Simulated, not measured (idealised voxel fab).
process module | voxel plated lines
cross-section cut | 300 nm wide | cells 5 nm
A cross-section is a grid of square cells, given in bands from the top down. A band is one or more rows of cells.
Each band's line starts with the height of the band's top and of its bottom, in nm. Then come its materials from left to right, each with its width in nm. One material with "throughout" fills the band from edge to edge. "air" is empty space.
Height 0 is the level under which the wafer as received is all one material. The lowest band goes on downwards, as in "0 down".
A width such as "30 to 40" changes by the same amount from each row of cells to the next, from the band's top row to its bottom row.
"no change" after a step means that no cell of the cross-section changed.
closed voids: empty space of 8 cells or more with no open way to the top, each as width x height at its distance from the left edge, in nm
after a step's settings: what the simulator itself notes on the step
overlay nm, on a step with a mask: how far to the right of its planned place the mask lay; to the left if negative
plan
1 op RECEIVE | material Si
2 op CONFORMAL_DEP | material Al2O3 | thk nm 15
3 op DIRECTIONAL_DEP | material TiN | thk nm 5
4 op PATTERN | tone open | mask id LINES | material resist | width nm 25 | pitch nm 55 | thk nm 35 | overlay nm -15
5 op EPI | material Ru | thk nm 5
6 op EPI | material Ru | thk nm 5
7 op EPI | material Ru | thk nm 5
8 op STRIP | etch materials resist
9 op DIRECTIONAL_ETCH | etch materials TiN | depth nm 5
10 op CONFORMAL_DEP | material SiN | thk nm 10
varied across the wafers: overlay nm of step 4. The plan shows the first wafer's value. All wafers start alike
first wafer as received, after step 1
  0 down: Si throughout
  closed voids: none
first wafer at the end, after step 10
  45 to 35: air 85 | SiN 45 | air 10 | SiN 45 | air 115
  35 to 25: air 85 | SiN 10 | Ru 25 | SiN 10 | air 10 | SiN 10 | Ru 25 | SiN 10 | air 115
  25 to 20: SiN 95 | Ru 25 | SiN 30 | Ru 25 | SiN 125
  20 to 15: SiN 95 | TiN 25 | SiN 30 | TiN 25 | SiN 125
  15 to 0: Al2O3 throughout
  0 down: Si throughout
  closed voids: none
last wafer at the end
  45 to 35: air 115 | SiN 45 | air 10 | SiN 45 | air 85
  35 to 25: air 115 | SiN 10 | Ru 25 | SiN 10 | air 10 | SiN 10 | Ru 25 | SiN 10 | air 85
  25 to 20: SiN 125 | Ru 25 | SiN 30 | Ru 25 | SiN 95
  20 to 15: SiN 125 | TiN 25 | SiN 30 | TiN 25 | SiN 95
  15 to 0: Al2O3 throughout
  0 down: Si throughout
  closed voids: none
each wafer at the end: cells of each material gained (+) or lost (-) since it was received, then its closed voids
overlay nm -15 | +180 Al2O3 | +30 Ru | +152 SiN | +10 TiN | closed voids: none
overlay nm -10 | +180 Al2O3 | +30 Ru | +152 SiN | +10 TiN | closed voids: none
overlay nm -5 | +180 Al2O3 | +30 Ru | +152 SiN | +10 TiN | closed voids: none
overlay nm 0 | +180 Al2O3 | +30 Ru | +152 SiN | +10 TiN | closed voids: none
overlay nm 5 | +180 Al2O3 | +30 Ru | +152 SiN | +10 TiN | closed voids: none
overlay nm 10 | +180 Al2O3 | +30 Ru | +152 SiN | +10 TiN | closed voids: none
overlay nm 15 | +180 Al2O3 | +30 Ru | +152 SiN | +10 TiN | closed voids: none
